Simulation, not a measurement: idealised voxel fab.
Process module under the name voxel self aligned vias
Square cells of 5 nm make up the cross-section cut, whose width is 180 nm.
The cross-sections in this document take the form of a grid made of square cells. They are written out as bands, in order from top to bottom. Each band consists of one or more rows of cells. For a band, the entry starts with two heights in nm, that of the top and then that of the bottom, and carries on with the band's materials in order from left to right, each alongside its width in nm; the word "everywhere" beside a single material means it fills the band edge to edge, and "blank" means empty space. For the purposes of this specification, 0 denotes the height below which the wafer in its as-received condition is composed wholly of one material, and the lowermost band, lacking a lower limit, extends downward without end, as expressed in "0 down". The notation "30..40" denotes a width that varies across the rows of cells in the band, beginning at the first number in the top row, finishing at the second number in the bottom row, and changing by an identical amount from each row to the next. A step reported as "nothing changed" is a step in which no cell of the cross-section changed. Look at "Sealed internal cavities" for the closed voids: empty spaces with no open path to the top, sized 8 cells or up. Each is width x height at distance, distance from the left edge, all nm. Anything after a step's settings on that line? It's the simulator's own note about the step. overlay nm: for a step with a mask, the amount by which the mask lay right of where it was planned; a negative amount means left of it.

SET OUT BELOW ARE THE PLANNED STEPS OF THE PROCESS
- 1: RECEIVE,material Si
- 2: CONFORMAL_DEP,material SiO2,thk nm 10
- 3: CONFORMAL_DEP,material SiCN,thk nm 5
- 4: DIRECTIONAL_DEP,material SiO2,thk nm 25
- 5: PATTERN,tone open,mask id LINES,material resist,width nm 30,pitch nm 55,thk nm 20,overlay nm 0
- 6: DIRECTIONAL_ETCH,etch materials SiO2,depth nm 25
- 7: STRIP,etch materials resist
- 8: CONFORMAL_DEP,material TiN,thk nm 5
- 9: FILL_DEP,material W,thk nm 10
- 10: CMP,height nm 40
- 11: SELECTIVE_ETCH,etch materials W Ru TiN,depth nm 10
- 12: FILL_DEP,material SiN,thk nm 5
- 13: CMP,height nm 40
- 14: DIRECTIONAL_DEP,material SiO2,thk nm 20
- 15: PATTERN,tone open,mask id VIAS,material resist,width nm 40,pitch nm 55,thk nm 20,overlay nm -15
- 16: DIRECTIONAL_ETCH,etch materials SiO2,depth nm 20
- 17: DIRECTIONAL_ETCH,etch materials SiN,depth nm 10
- 18: STRIP,etch materials resist
- 19: CONFORMAL_DEP,material TiN,thk nm 5
- 20: FILL_DEP,material Cu,thk nm 5
- 21: CMP,height nm 60
- 22: CONFORMAL_DEP,material SiN,thk nm 5
Quick note for whoever runs this: the wafers start identical, but the overlay nm at step 15 isn't the same across them. The plan just shows what the first wafer had.

THE AS-RECEIVED CROSS-SECTION OF THE FIRST OF SEVERAL WAFERS CORRESPONDS TO THE STATE AFTER STEP 1
> 0 down: Si everywhere
> Sealed internal cavities: none

EACH WAFER AT THE END: CELLS OF EACH MATERIAL GAINED (+) OR LOST (-) SINCE IT WAS RECEIVED, THEN ITS CLOSED VOIDS
overlay nm -15 | +44 Cu | +36 SiCN | +44 SiN | +272 SiO2 | +56 TiN | +16 W | Sealed internal cavities: none
overlay nm -10 | +48 Cu | +36 SiCN | +40 SiN | +272 SiO2 | +56 TiN | +16 W | Sealed internal cavities: none
overlay nm -5 | +52 Cu | +36 SiCN | +36 SiN | +272 SiO2 | +56 TiN | +16 W | Sealed internal cavities: none
overlay nm 0 | +52 Cu | +36 SiCN | +36 SiN | +272 SiO2 | +56 TiN | +16 W | Sealed internal cavities: none
overlay nm 5 | +52 Cu | +36 SiCN | +36 SiN | +272 SiO2 | +56 TiN | +16 W | Sealed internal cavities: none
overlay nm 10 | +48 Cu | +36 SiCN | +40 SiN | +272 SiO2 | +56 TiN | +16 W | Sealed internal cavities: none
overlay nm 15 | +44 Cu | +36 SiCN | +44 SiN | +272 SiO2 | +56 TiN | +16 W | Sealed internal cavities: none
